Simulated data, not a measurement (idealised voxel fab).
Module name: voxel self aligned contacts (process module)
cross-section cut | 300 nm wide | cells 5 nm
In this document a cross-section is written as a grid of square cells. It is given as a series of bands, listed from the top down, and a band is one or more rows of cells. Band: top and bottom heights (nm) first, top before bottom; then materials from left to right, widths in nm. "edge to edge" marks a sole material filling the band edge to edge. "empty" denotes empty space. Where do heights start? At 0: under that level the wafer as delivered is made of one material only. And the lowest band has no floor; it just carries on downward, as in "0 -> down". With a width like "30..40", each row of cells in the band differs from the next by the same amount, the top row carrying the first number and the bottom row the second. Step marked "nothing changed"? Then no cell in the cross-section changed in it. So "Unvented voids" is basically the list of trapped voids: any empty space of 8 cells or more that can't reach the top through an opening. They're written width x height at distance, the distance being from the left edge, and it's all nm. That trailing text on a step's line, after the settings, is the simulator's own remark on the step. The "overlay nm" setting may appear on a step's line; for a step that uses a mask, it gives how far to the right of its planned position the mask lay, and a negative value indicates the left.
Planned process steps:
1,RECEIVE,material Si
2,OXIDIZE,depth nm 5
3,DIRECTIONAL_DEP,material polySi,thk nm 30
4,DIRECTIONAL_DEP,material SiN,thk nm 20
5,DIRECTIONAL_DEP,material aC,thk nm 15
6,PATTERN,tone cover,mask id GATE,material resist,width nm 35,pitch nm 80,thk nm 35,overlay nm 0
7,DIRECTIONAL_ETCH,etch materials aC,depth nm 15
8,STRIP,etch materials resist
9,DIRECTIONAL_ETCH,etch materials SiN,depth nm 20
10,DIRECTIONAL_ETCH,etch materials polySi,depth nm 30
11,STRIP,etch materials aC
12,CONFORMAL_DEP,material SiN,thk nm 10
13,DIRECTIONAL_ETCH,etch materials SiN,depth nm 10
14,FILL_DEP,material SiO2,thk nm 20
15,CMP,height nm 60
16,PATTERN,tone open,mask id CONTACT,material resist,width nm 65,thk nm 15,overlay nm 0
17,DIRECTIONAL_ETCH,etch materials SiO2,depth nm 65
18,STRIP,etch materials resist
19,CONFORMAL_DEP,material TiN,thk nm 5
20,FILL_DEP,material W,thk nm 5
21,CMP,height nm 60
22,CONFORMAL_DEP,material SiN,thk nm 5
Cross-section: wafer on arrival = after step 1:
0 -> down | Si edge to edge
Unvented voids: none
Cross-section at module end, one run error; start and plan unchanged from above:
65 -> 60 | SiN edge to edge
60 -> 50 | SiO2 (115), then TiN (5..25), then W (55..15), then TiN (5..25), then SiO2 (120)
50 -> 30 | SiO2 (80), then SiN (55), then TiN (5), then W (15), then TiN (5), then SiN (55), then SiO2 (85)
30 -> 5 | SiO2 (80), then SiN (10), then polySi (35), then SiN (10), then TiN (5), then W (15), then TiN (5), then SiN (10), then polySi (35), then SiN (10), then SiO2 (85)
5 -> 0 | SiO2 (80), then SiN (10), then polySi (35), then SiN (10), then TiN (25), then SiN (10), then polySi (35), then SiN (10), then SiO2 (85)
0 -> down | Si edge to edge
Unvented voids: none
Want to know what went wrong? step 2 of the plan was omitted and not executed
